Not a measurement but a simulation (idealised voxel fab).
The document below concerns the process module designated voxel transistor to metal.
Displayed cross-section: cut, width of 250 nm, square cells sized 5 nm.
Bands, listed from the top down, are how a cross-section gets written in this document; the cross-section itself is a grid of square cells, and a band is one or more rows of them.
The band entry comprises the height of the band's top followed by the height of its bottom, expressed in nm, and subsequently the band's materials from left to right, each stated together with its width in nm. Where a single material is marked with the word "all across", that material fills the band from edge to edge. The word "air" represents empty space.
Heads up on the height convention: 0 is the point under which the incoming wafer is all one material, and the lowest band has no bottom, it just keeps going down, like "top 0, no bottom".
When a width is written as two numbers, as in "30..40", the first number is the width in the top row of cells of the band and the second is the width in its bottom row, and the width changes by the same amount from each row to the next.
It should be understood that the words "nothing different", when stated for a given step, signify that the cross-section underwent no change in any of its cells during that step.
Heads up: "Enclosed void catalog" only lists the empty pockets with no open path to the top that are 8 cells or more, and it writes them as width x height at distance, distance from the left edge, in nm.
What comes after the settings on a step's line is commentary from the simulator itself on that step.
The optional step-line setting "overlay nm" applies to steps with a mask and quantifies how far to the right of its planned location the mask lay, a negative value indicating leftward placement.

# The process steps that were planned are listed below
step 1: RECEIVE,material Si
step 2: OXIDIZE,depth nm 5
step 3: CONFORMAL_DEP,material SiN,thk nm 15
step 4: PATTERN,tone cover,mask id ACTIVE,material resist,width nm 100,pitch nm 120,thk nm 15,overlay nm 0
step 5: DIRECTIONAL_ETCH,etch materials SiN,depth nm 15
step 6: DIRECTIONAL_ETCH,etch materials SiO2,depth nm 5
step 7: DIRECTIONAL_ETCH,etch materials Si,depth nm 35
step 8: STRIP,etch materials resist
step 9: OXIDIZE,depth nm 5
step 10: FILL_DEP,material SiO2,thk nm 5
step 11: CMP,height nm 15
step 12: SELECTIVE_ETCH,etch materials SiO2,depth nm 15
step 13: STRIP,etch materials SiN
step 14: SELECTIVE_ETCH,etch materials SiO2,depth nm 5
step 15: OXIDIZE,depth nm 5
step 16: DIRECTIONAL_DEP,material polySi,thk nm 30
step 17: DIRECTIONAL_DEP,material SiCN,thk nm 10
step 18: MASKED_ETCH,tone cover,mask id GATE,width nm 20,pitch nm 120,etch materials SiCN,depth nm 20,overlay nm 0
step 19: MASKED_ETCH,tone cover,mask id GATE,width nm 20,pitch nm 120,etch materials polySi,depth nm 40,overlay nm 0
step 20: CONFORMAL_DEP,material SiO2,thk nm 5
step 21: DIRECTIONAL_ETCH,etch materials SiO2,depth nm 5
step 22: CONFORMAL_DEP,material SiN,thk nm 5
step 23: DIRECTIONAL_ETCH,etch materials SiN,depth nm 5
step 24: DIRECTIONAL_ETCH,etch materials SiO2,depth nm 5
step 25: DIRECTIONAL_ETCH,etch materials Si,depth nm 15
step 26: EPI,material pSi,thk nm 15
step 27: FILL_DEP,material SiO2,thk nm 10
step 28: CMP,height nm 35
step 29: DIRECTIONAL_DEP,material SiO2,thk nm 15
step 30: MASKED_ETCH,tone open,mask id CONTACT,width nm 20,etch materials SiO2,depth nm 60,overlay nm 0
step 31: CONFORMAL_DEP,material TiN,thk nm 5
step 32: FILL_DEP,material Ru,thk nm 10
step 33: CMP,height nm 50
step 34: CONFORMAL_DEP,material SiN,thk nm 5
step 35: DIRECTIONAL_DEP,material lowk,thk nm 25
step 36: DIRECTIONAL_DEP,material aC,thk nm 10
step 37: PATTERN,tone open,mask id METAL_1,material resist,width nm 20,thk nm 25,overlay nm 0
step 38: DIRECTIONAL_ETCH,etch materials aC,depth nm 10
step 39: STRIP,etch materials resist
step 40: DIRECTIONAL_ETCH,etch materials lowk,depth nm 25
step 41: DIRECTIONAL_ETCH,etch materials SiN,depth nm 5
step 42: STRIP,etch materials aC
step 43: CONFORMAL_DEP,material TiN,thk nm 5
step 44: FILL_DEP,material Cu,thk nm 5
step 45: CMP,height nm 80
step 46: CONFORMAL_DEP,material SiCN,thk nm 5
step 47: DIRECTIONAL_DEP,material lowk,thk nm 25
step 48: PATTERN,tone open,mask id METAL_2,material resist,width nm 20,pitch nm 120,thk nm 20,overlay nm 0
step 49: DIRECTIONAL_ETCH,etch materials lowk,depth nm 15
step 50: STRIP,etch materials resist
step 51: PATTERN,tone open,mask id METAL_2_HOLES,material resist,width nm 15,pitch nm 120,thk nm 20,overlay nm 0
step 52: DIRECTIONAL_ETCH,etch materials lowk,depth nm 10
step 53: DIRECTIONAL_ETCH,etch materials SiCN,depth nm 5
step 54: STRIP,etch materials resist
step 55: CONFORMAL_DEP,material TiN,thk nm 5
step 56: FILL_DEP,material Cu,thk nm 10
step 57: CMP,height nm 110
step 58: CONFORMAL_DEP,material SiN,thk nm 5

# as received, after step 1
> top 0, no bottom  Si all across
> Enclosed void catalog: none

# The plan above was carried out on the starting structure above with one mistake, and this cross-section shows the wafer at the end of the module
> top 115, bottom 110  SiN all across
> top 110, bottom 100  20 nm lowk  5 nm TiN  10 nm Cu  5 nm TiN  100 nm lowk  5 nm TiN  10 nm Cu  5 nm TiN  90 nm lowk
> top 100, bottom 95  20 nm lowk  5 nm TiN  5 nm Cu  10 nm TiN  100 nm lowk  5 nm TiN  5 nm Cu  10 nm TiN  90 nm lowk
> top 95, bottom 85  20 nm lowk  5 nm TiN  5 nm Cu  5 nm TiN  105 nm lowk  5 nm TiN  5 nm Cu  5 nm TiN  95 nm lowk
> top 85, bottom 80  20 nm SiCN  15 nm TiN  105 nm SiCN  15 nm TiN  95 nm SiCN
> top 80, bottom 55  20 nm lowk  5 nm TiN  10 nm Cu  5 nm TiN  50 nm lowk  5 nm TiN  10 nm Cu  5 nm TiN  30 nm lowk  5 nm TiN  10 nm Cu  5 nm TiN  50 nm lowk  5 nm TiN  10 nm Cu  5 nm TiN  20 nm lowk
> top 55, bottom 50  20 nm SiN  20 nm TiN  50 nm SiN  20 nm TiN  30 nm SiN  20 nm TiN  50 nm SiN  20 nm TiN  20 nm SiN
> top 50, bottom 35  20 nm SiO2  5 nm TiN  10 nm Ru  5 nm TiN  50 nm SiO2  5 nm TiN  10 nm Ru  5 nm TiN  30 nm SiO2  5 nm TiN  10 nm Ru  5 nm TiN  50 nm SiO2  5 nm TiN  10 nm Ru  5 nm TiN  20 nm SiO2
> top 35, bottom 25  20 nm SiO2  5 nm TiN  10 nm Ru  5 nm TiN  5 nm SiN  5 nm SiO2  20 nm SiCN  5 nm SiO2  5 nm SiN  10 nm SiO2  5 nm TiN  10 nm Ru  5 nm TiN  30 nm SiO2  5 nm TiN  10 nm Ru  5 nm TiN  5 nm SiN  5 nm SiO2  20 nm SiCN  5 nm SiO2  5 nm SiN  10 nm SiO2  5 nm TiN  10 nm Ru  5 nm TiN  20 nm SiO2
> top 25, bottom 10  20 nm SiO2  5 nm TiN  10 nm Ru  5 nm TiN  5 nm SiN  5 nm SiO2  25 nm polySi  5 nm SiO2  5 nm SiN  5 nm SiO2  5 nm TiN  10 nm Ru  5 nm TiN  30 nm SiO2  5 nm TiN  10 nm Ru  5 nm TiN  5 nm SiN  5 nm SiO2  25 nm polySi  5 nm SiO2  5 nm SiN  5 nm SiO2  5 nm TiN  10 nm Ru  5 nm TiN  20 nm SiO2
> top 10, bottom 5  20 nm SiO2  20 nm TiN  5 nm SiN  5 nm SiO2  25 nm polySi  5 nm SiO2  5 nm SiN  5 nm SiO2  20 nm TiN  30 nm SiO2  20 nm TiN  5 nm SiN  5 nm SiO2  25 nm polySi  5 nm SiO2  5 nm SiN  5 nm SiO2  20 nm TiN  20 nm SiO2
> top 5, bottom -5  20 nm SiO2  5 nm TiN  15 nm pSi  5 nm SiN  5 nm SiO2  25 nm polySi  5 nm SiO2  5 nm SiN  15 nm pSi  10 nm TiN  30 nm SiO2  5 nm TiN  15 nm pSi  5 nm SiN  5 nm SiO2  25 nm polySi  5 nm SiO2  5 nm SiN  15 nm pSi  10 nm TiN  20 nm SiO2
> top -5, bottom -10  20 nm SiO2  5 nm TiN  15 nm pSi  45 nm SiO2  15 nm pSi  10 nm TiN  30 nm SiO2  5 nm TiN  15 nm pSi  45 nm SiO2  15 nm pSi  10 nm TiN  20 nm SiO2
> top -10, bottom -25  20 nm SiO2  20 nm pSi  45 nm Si  25 nm pSi  30 nm SiO2  20 nm pSi  45 nm Si  25 nm pSi  20 nm SiO2
> top -25, bottom -45  20 nm SiO2  90 nm Si  30 nm SiO2  90 nm Si  20 nm SiO2
> top -45, no bottom  Si all across
> Enclosed void catalog: none
Nonconformance to the process plan: note that step 18 departed from the planned setting and was carried out as MASKED_ETCH,tone cover,mask id GATE,width nm 20,pitch nm 120,etch materials SiCN,depth nm 20,overlay nm -5
